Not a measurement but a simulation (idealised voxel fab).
Module name: voxel gate over fins (process module)
The cross-section shown here is cut; it is 240 nm wide and divided into square cells measuring 5 nm on a side.
If you're reading a cross-section in this doc, picture square cells in a grid; it comes to you as bands, top ones listed first down to the bottom, and a band can be one or more rows of cells.
The entry gives the band's vertical extent as a top height and a bottom height in nm, then its horizontal make-up as materials from left to right, each with a width in nm. "air" stands for empty space; a single material marked "throughout" fills the band edge to edge.
Basically, 0 is our baseline, since under it the wafer straight out of the box is all one material. The bottom band has no lower end and keeps on going down, so it looks like "0 nm and below".
Think of "30->40" as a width that walks from the first number to the second as you go down the band, top row to bottom row, taking equal-sized steps from row to row.
Where a step carries "everything unchanged", the cross-section came out of it unchanged, cell for cell.
Any empty space of 8 cells or more lacking an open way to the top shows up in "Completely sealed voids" as width x height at distance, distance from the left edge, in nm.
If you see something after the settings on a step's line, that's the simulator's own remark about that step.
You can add "overlay nm" to a step's line. For a step with a mask, it describes how far the mask lay to the right of its planned position, and a negative number describes a lay to the left.
[Listed below are the process steps as planned]
- 1: RECEIVE [material Si]
- 2: CONFORMAL_DEP [material SiN] [thk nm 10]
- 3: PATTERN [tone cover] [mask id FINS] [material resist] [width nm 15] [pitch nm 35] [thk nm 15] [overlay nm 0]
- 4: DIRECTIONAL_ETCH [etch materials SiN] [depth nm 10]
- 5: DIRECTIONAL_ETCH [etch materials Si] [depth nm 40]
- 6: STRIP [etch materials resist]
- 7: FILL_DEP [material SiO2] [thk nm 10]
- 8: CMP [height nm 10]
- 9: SELECTIVE_ETCH [etch materials SiO2] [depth nm 20]
- 10: STRIP [etch materials SiN]
- 11: CONFORMAL_DEP [material HfO2] [thk nm 5]
- 12: CONFORMAL_DEP [material TiN] [thk nm 5]
- 13: CONFORMAL_DEP [material TiAl] [thk nm 5]
- 14: CONFORMAL_DEP [material TiN] [thk nm 5]
- 15: FILL_DEP [material W] [thk nm 10]
- 16: CMP [height nm 25]
- 17: CONFORMAL_DEP [material SiCN] [thk nm 10]
[Received-state cross-section, reflecting completion of step 1]
0 nm and below  Si throughout
Completely sealed voids: none
[Look at the cross-section after the module: the wafer started out the way shown above and the plan was the one shown above, yet one mistake was made along the way]
35 nm to 25 nm  SiCN throughout
25 nm to 15 nm  W throughout
15 nm to 10 nm  W=60, then TiN=115, then W=65
10 nm to 5 nm  W=60, then TiN=5, then TiAl=105, then TiN=5, then W=65
5 nm to 0 nm  TiN=65, then TiAl=5, then TiN=25, then TiAl=10, then TiN=25, then TiAl=10, then TiN=25, then TiAl=5, then TiN=70
0 nm to -5 nm  TiAl=70, then TiN=5, then Si=15, then TiN=5, then TiAl=10, then TiN=5, then Si=15, then TiN=5, then TiAl=10, then TiN=5, then Si=15, then TiN=5, then TiAl=75
-5 nm to -10 nm  TiN=75, then Si=15, then TiN=20, then Si=15, then TiN=20, then Si=15, then TiN=80
-10 nm to -40 nm  SiO2=75, then Si=15, then SiO2=20, then Si=15, then SiO2=20, then Si=15, then SiO2=80
-40 nm and below  Si throughout
Completely sealed voids: none
Deviation noted in wafer processing: step 11 of the plan did not run at all; it was left out
